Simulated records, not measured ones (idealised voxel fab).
The process module presented herein is designated voxel ribs on slabs.
Xsec cut, 165 nm wide, square cell size 5 nm.
When this document writes out a cross-section, it uses a grid of square cells and lists it as bands, beginning at the top and moving down, with a band standing for one or more rows of cells.
First you get the band's top height and its bottom height, in nm, and then the materials it's made of, left to right, with each width in nm. If you see a single material with "throughout", that one covers the band edge to edge. "empty" is empty space.
Measure heights from 0. That's the level where, below it, the as-received wafer is all one material. The lowest band is bottomless and extends downward; write it as in "0 -> down".
The width entry "30->40" should be interpreted row by row: the top row of cells in the band takes the first number, the bottom row takes the second number, and the change between adjacent rows is uniform throughout.
What does "remained unchanged" mean for a step? It means no cell of the cross-section changed in that step.
Each empty space that has no open way to the top and spans at least 8 cells appears under "Non-vented voids" as width x height at distance, the distance counted from the left edge, all in nm.
Whatever follows a step's settings on its line is a remark the simulator itself makes about that step.
overlay nm: right-of-plan distance of the mask on a masked step; negative values mean left-of-plan.

-- This section lists the process steps that were planned
1 RECEIVE | material Si
2 DIRECTIONAL_DEP | material SiO2 | thk nm 25
3 DIRECTIONAL_DEP | material SiN | thk nm 15
4 MASKED_ETCH | tone cover | mask id RIB | width nm 25 | etch materials SiN | depth nm 5 | overlay nm 0
5 PATTERN | tone cover | mask id SLAB | material resist | width nm 55 | thk nm 20 | overlay nm 0
6 DIRECTIONAL_ETCH | etch materials SiN | depth nm 10
7 STRIP | etch materials resist
8 FILL_DEP | material SiO2 | thk nm 15
9 CMP | height nm 50
10 DIRECTIONAL_DEP | material TiN | thk nm 5
11 PATTERN | tone cover | mask id HEATER | material resist | width nm 35 | thk nm 20 | overlay nm 0
12 DIRECTIONAL_ETCH | etch materials TiN | depth nm 5
13 STRIP | etch materials resist
14 CONFORMAL_DEP | material SiN | thk nm 10

-- First of two wafers, with the run carried out as planned

-- Incoming wafer, cross-sectional view, post step 1
> 0 -> down | Si throughout
> Non-vented voids: none

-- After step 2, in cross-section
> 25 -> 0 | SiO2 throughout
> Beneath the level 0, the cross-section is identical to its previous state.

-- After step 3, in cross-section
> 40 -> 25 | SiN throughout
> Beneath the level 25, the cross-section is identical to its previous state.

-- After step 4, in cross-section
> 40 -> 35 | empty=70; SiN=25; empty=70
> Beneath the level 35, the cross-section is identical to its previous state.

-- After step 5, in cross-section
> 60 -> 40 | empty=55; resist=55; empty=55
> 40 -> 35 | empty=55; resist=15; SiN=25; resist=15; empty=55
> Beneath the level 35, the cross-section is identical to its previous state.

-- After step 6, in cross-section
> 60 -> 40 | empty=55; resist=55; empty=55
> 40 -> 35 | empty=55; resist=15; SiN=25; resist=15; empty=55
> 35 -> 25 | empty=55; SiN=55; empty=55
> Beneath the level 25, the cross-section is identical to its previous state.

-- After step 7, in cross-section
> 40 -> 35 | empty=70; SiN=25; empty=70
> Beneath the level 35, the cross-section is identical to its previous state.

-- After step 8, in cross-section
> 55 -> 40 | SiO2 throughout
> 40 -> 35 | SiO2=70; SiN=25; SiO2=70
> 35 -> 25 | SiO2=55; SiN=55; SiO2=55
> Beneath the level 25, the cross-section is identical to its previous state.

-- After step 9, in cross-section
> 50 -> 40 | SiO2 throughout
> Beneath the level 40, the cross-section is identical to its previous state.

-- After step 10, in cross-section
> 55 -> 50 | TiN throughout
> Beneath the level 50, the cross-section is identical to its previous state.

-- After step 11, in cross-section
> 75 -> 55 | empty=65; resist=35; empty=65
> Beneath the level 55, the cross-section is identical to its previous state.

-- After step 12, in cross-section
> 75 -> 55 | empty=65; resist=35; empty=65
> 55 -> 50 | empty=65; TiN=35; empty=65
> Beneath the level 50, the cross-section is identical to its previous state.

-- After step 13, in cross-section
> 55 -> 50 | empty=65; TiN=35; empty=65
> Beneath the level 50, the cross-section is identical to its previous state.

-- After step 14, in cross-section
> 65 -> 60 | empty=55; SiN=55; empty=55
> 60 -> 55 | SiN throughout
> 55 -> 50 | SiN=65; TiN=35; SiN=65
> Beneath the level 50, the cross-section is identical to its previous state.

-- Second wafer, same starting state and plan as the first, one mistake in the run, identical through step 2

-- Planned end of step 3: second wafer, cross-section
> 55 -> 25 | SiN throughout
> Beneath the level 25, the cross-section is identical to its previous state.

-- Planned end of step 4: second wafer, cross-section
> 55 -> 50 | empty=70; SiN=25; empty=70
> Beneath the level 50, the cross-section is identical to its previous state.

-- Planned end of step 5: second wafer, cross-section
> 75 -> 55 | empty=55; resist=55; empty=55
> 55 -> 50 | empty=55; resist=15; SiN=25; resist=15; empty=55
> Beneath the level 50, the cross-section is identical to its previous state.

-- Planned end of step 6: second wafer, cross-section
> 75 -> 55 | empty=55; resist=55; empty=55
> 55 -> 50 | empty=55; resist=15; SiN=25; resist=15; empty=55
> 50 -> 40 | empty=55; SiN=55; empty=55
> Beneath the level 40, the cross-section is identical to its previous state.

-- Planned end of step 7: second wafer, cross-section
> 55 -> 50 | empty=70; SiN=25; empty=70
> Beneath the level 50, the cross-section is identical to its previous state.

-- Planned end of step 8: second wafer, cross-section
> 70 -> 55 | SiO2 throughout
> 55 -> 50 | SiO2=70; SiN=25; SiO2=70
> 50 -> 40 | SiO2=55; SiN=55; SiO2=55
> Beneath the level 40, the cross-section is identical to its previous state.

-- Planned end of step 9: second wafer, cross-section
> 50 -> 40 | SiO2=55; SiN=55; SiO2=55
> Beneath the level 40, the cross-section is identical to its previous state.

-- Planned end of step 10: second wafer, cross-section
> 55 -> 50 | TiN throughout
> Beneath the level 50, the cross-section is identical to its previous state.

-- Planned end of step 11: second wafer, cross-section
> 75 -> 55 | empty=65; resist=35; empty=65
> Beneath the level 55, the cross-section is identical to its previous state.

-- Planned end of step 12: second wafer, cross-section
> 75 -> 55 | empty=65; resist=35; empty=65
> 55 -> 50 | empty=65; TiN=35; empty=65
> Beneath the level 50, the cross-section is identical to its previous state.

-- Planned end of step 13: second wafer, cross-section
> 55 -> 50 | empty=65; TiN=35; empty=65
> Beneath the level 50, the cross-section is identical to its previous state.

-- Planned end of step 14: second wafer, cross-section
> 65 -> 60 | empty=55; SiN=55; empty=55
> 60 -> 55 | SiN throughout
> 55 -> 50 | SiN=65; TiN=35; SiN=65
> Beneath the level 50, the cross-section is identical to its previous state.
The mistake made against the process plan was this: step 3 in the plan was executed twice
Final tally in cells, some materials are higher or lower on the second wafer than on the first: +94 SiN, -94 SiO2
